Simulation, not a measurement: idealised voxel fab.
Proc. module: voxel capacitor over wiring
It is cross-section cut that appears here, measuring 300 nm in width, its square cells being 5 nm in size.
Each cross-section below is a grid of square cells, stated as bands in top-down order, with one or more rows of cells making up each band.
Band: top height; bottom height; in nm. Then, left to right: material with width in nm, for each material. "edge to edge": a single material spanning edge to edge. "empty": empty space.
Measure heights from 0. That's the level where, below it, the as-received wafer is all one material. The lowest band is bottomless and extends downward; write it as in "z 0 and below".
Width "30 to 40": first value at the band's top row of cells, second value at its bottom row, equal change from row to row.
"remained unchanged", as given for a step, is the statement that not any cell of the cross-section underwent a change during that step.
Closed empty spaces (no open way to the top) of 8 cells or more are what "Catalogued sealed voids" lists, each as width x height at distance from the left edge, nm for all three.
The remark found on a step's line after its settings is issued by the simulator itself and pertains to that step.
Steps that use a mask can have "overlay nm" on their line. It says how far the mask sat to the right of where it was meant to be. Negative means to the left.
-- These are the steps we planned for the process
1. RECEIVE: material Si
2. CONFORMAL_DEP: material SiO2, thk nm 15
3. CONFORMAL_DEP: material SiN, thk nm 5
4. DIRECTIONAL_DEP: material lowk, thk nm 20
5. DIRECTIONAL_DEP: material aC, thk nm 15
6. PATTERN: tone open, mask id METAL_1, material resist, width nm 20, pitch nm 85, thk nm 30, overlay nm 0
7. DIRECTIONAL_ETCH: etch materials aC, depth nm 15
8. STRIP: etch materials resist
9. DIRECTIONAL_ETCH: etch materials lowk, depth nm 20
10. DIRECTIONAL_ETCH: etch materials SiN, depth nm 5
11. STRIP: etch materials aC
12. CONFORMAL_DEP: material TiN, thk nm 5
13. FILL_DEP: material Cu, thk nm 10
14. CMP: height nm 40
15. CONFORMAL_DEP: material SiCN, thk nm 5
16. DIRECTIONAL_DEP: material lowk, thk nm 20
17. PATTERN: tone open, mask id PLUG_1, material resist, width nm 15, thk nm 20, overlay nm 0
18. DIRECTIONAL_ETCH: etch materials lowk, depth nm 20
19. DIRECTIONAL_ETCH: etch materials SiCN, depth nm 5
20. STRIP: etch materials resist
21. EPI: material Ru, thk nm 10
22. EPI: material Ru, thk nm 10
23. EPI: material Ru, thk nm 5
24. DIRECTIONAL_DEP: material TiN, thk nm 5
25. DIRECTIONAL_DEP: material SiN, thk nm 5
26. DIRECTIONAL_DEP: material TiN, thk nm 10
27. PATTERN: tone cover, mask id UPPER_PLATE, material resist, width nm 70, thk nm 15, overlay nm 0
28. DIRECTIONAL_ETCH: etch materials TiN, depth nm 10
29. DIRECTIONAL_ETCH: etch materials SiN, depth nm 5
30. STRIP: etch materials resist
31. MASKED_ETCH: tone cover, mask id LOWER_PLATE, width nm 80, etch materials TiN, depth nm 5, overlay nm 0
32. FILL_DEP: material SiO2, thk nm 20
33. CMP: height nm 100
34. MASKED_ETCH: tone open, mask id PLUG_2, width nm 15, etch materials SiO2, depth nm 15, overlay nm 0
35. CONFORMAL_DEP: material TiN, thk nm 5
36. FILL_DEP: material Cu, thk nm 10
37. CMP: height nm 100
38. CONFORMAL_DEP: material SiCN, thk nm 5
-- Cross-section of the wafer at receipt, which is the condition after step 1
> z 0 and below | Si edge to edge
> Catalogued sealed voids: none
-- Wafer cross-section at end of module: start and plan as shown above, one execution error
> z 105 to 100 | SiCN edge to edge
> z 100 to 90 | 110 SiO2, then 5 TiN, then 5 Cu, then 5 TiN, then 175 SiO2
> z 90 to 85 | 110 SiO2, then 15 TiN, then 175 SiO2
> z 85 to 80 | SiO2 edge to edge
> z 80 to 70 | 100 SiO2, then 70 TiN, then 130 SiO2
> z 70 to 65 | 95 SiO2, then 80 TiN, then 125 SiO2
> z 65 to 45 | 100 lowk, then 15 Ru, then 185 lowk
> z 45 to 40 | 100 SiCN, then 15 Ru, then 185 SiCN
> z 40 to 20 | 95 lowk, then 5 TiN, then 10 Cu, then 5 TiN, then 65 lowk, then 5 TiN, then 10 Cu, then 5 TiN, then 100 lowk
> z 20 to 15 | 95 SiN, then 20 TiN, then 65 SiN, then 20 TiN, then 100 SiN
> z 15 to 0 | SiO2 edge to edge
> z 0 and below | Si edge to edge
> Catalogued sealed voids: none
Against the plan, the run slipped here: step 25 of the plan was jumped over and never run
